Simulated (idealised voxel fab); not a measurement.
process module | voxel released beams
cross-section cut | 245 nm wide | cells 5 nm
A cross-section is a grid of square cells, given in bands from the top down. A band is one or more rows of cells.
Each band's line starts with the height of the band's top and of its bottom, in nm. Then come its materials from left to right, each with its width in nm. One material with "throughout" fills the band from edge to edge. "air" is empty space.
Height 0 is the level under which the wafer as received is all one material. The lowest band goes on downwards, as in "0 down".
A width such as "30 to 40" changes by the same amount from each row of cells to the next, from the band's top row to its bottom row.
"no change" after a step means that no cell of the cross-section changed.
closed voids: empty space of 8 cells or more with no open way to the top, each as width x height at its distance from the left edge, in nm
after a step's settings: what the simulator itself notes on the step
overlay nm, on a step with a mask: how far to the right of its planned place the mask lay; to the left if negative
plan
1 op RECEIVE | material Si
2 op CONFORMAL_DEP | material SiN | thk nm 5
3 op DIRECTIONAL_DEP | material SiO2 | thk nm 20
4 op MASKED_ETCH | tone open | mask id ANCHOR | width nm 25 | etch materials SiO2 | depth nm 20 | overlay nm 0
5 op CONFORMAL_DEP | material TiN | thk nm 10
6 op DIRECTIONAL_DEP | material aC | thk nm 15
7 op PATTERN | tone cover | mask id BEAM | material resist | width nm 100 | thk nm 30 | overlay nm 0
8 op DIRECTIONAL_ETCH | etch materials aC | depth nm 15
9 op STRIP | etch materials resist
10 op DIRECTIONAL_ETCH | etch materials TiN | depth nm 10
11 op STRIP | etch materials aC
12 op STRIP | etch materials SiO2
as received, after step 1
  0 down: Si throughout
  closed voids: none
a wafer at the end: this start, this plan, one mistake
  35 to 25: air 70 | TiN 15 | air 5 | TiN 80 | air 75
  25 to 15: air 75 | TiN 10 | air 5 | TiN 10 | air 145
  15 to 5: air 75 | TiN 25 | air 145
  5 to 0: aC throughout
  0 down: Si throughout
  closed voids: none
what went wrong: step 2 ran as: op CONFORMAL_DEP | material aC | thk nm 5
